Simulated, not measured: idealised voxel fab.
process module | voxel air gaps
cross-section cut | 265 nm wide | cells 5 nm
A cross-section is a grid of square cells, given in bands from the top down. A band is one or more rows of cells.
Each band's line starts with the height of the band's top and of its bottom, in nm. Then come its materials from left to right, each with its width in nm. One material with "throughout" fills the band from edge to edge. "air" is empty space.
Height 0 is the level under which the wafer as received is all one material. The lowest band goes on downwards, as in "0 down".
A width such as "30 to 40" changes by the same amount from each row of cells to the next, from the band's top row to its bottom row.
"no change" after a step means that no cell of the cross-section changed.
closed voids: empty space of 8 cells or more with no open way to the top, each as width x height at its distance from the left edge, in nm
after a step's settings: what the simulator itself notes on the step
overlay nm, on a step with a mask: how far to the right of its planned place the mask lay; to the left if negative
plan
1 op RECEIVE | material Si
2 op CONFORMAL_DEP | material SiO2 | thk nm 10
3 op CONFORMAL_DEP | material SiCN | thk nm 5
4 op DIRECTIONAL_DEP | material lowk | thk nm 40
5 op MASKED_ETCH | tone open | mask id LINES | width nm 20 | pitch nm 45 | etch materials lowk | depth nm 40 | overlay nm 0
6 op CONFORMAL_DEP | material TiN | thk nm 5
7 op FILL_DEP | material W | thk nm 5
8 op CMP | height nm 55
9 op EPI | material Ru | thk nm 10
10 op SELECTIVE_ETCH | etch materials lowk | depth nm 50
11 op CONFORMAL_DEP | material SiCN | thk nm 5
as received, after step 1
  0 down: Si throughout
  closed voids: none
a wafer at the end: this start, this plan, one mistake
  70 to 65: air 60 | SiCN 140 | air 65
  65 to 55: air 60 | SiCN 5 | Ru 40 | SiCN 5 | Ru 40 | SiCN 5 | Ru 40 | SiCN 5 | air 65
  55 to 50: air 60 | SiCN 15 | Ru 5 | W 10 | Ru 5 | SiCN 25 | Ru 5 | W 10 | Ru 5 | SiCN 25 | Ru 5 | W 10 | Ru 5 | SiCN 15 | air 65
  50 to 20: air 70 | SiCN 5 | Ru 5 | W 10 | Ru 5 | SiCN 5 | air 15 | SiCN 5 | Ru 5 | W 10 | Ru 5 | SiCN 5 | air 15 | SiCN 5 | Ru 5 | W 10 | Ru 5 | SiCN 5 | air 75
  20 to 15: SiCN 75 | Ru 20 | SiCN 25 | Ru 20 | SiCN 25 | Ru 20 | SiCN 80
  15 to 10: SiCN throughout
  10 to 0: SiO2 throughout
  0 down: Si throughout
  closed voids: 15 x 30 at 100; 15 x 30 at 145
what went wrong: step 6 ran as: op CONFORMAL_DEP | material Ru | thk nm 5
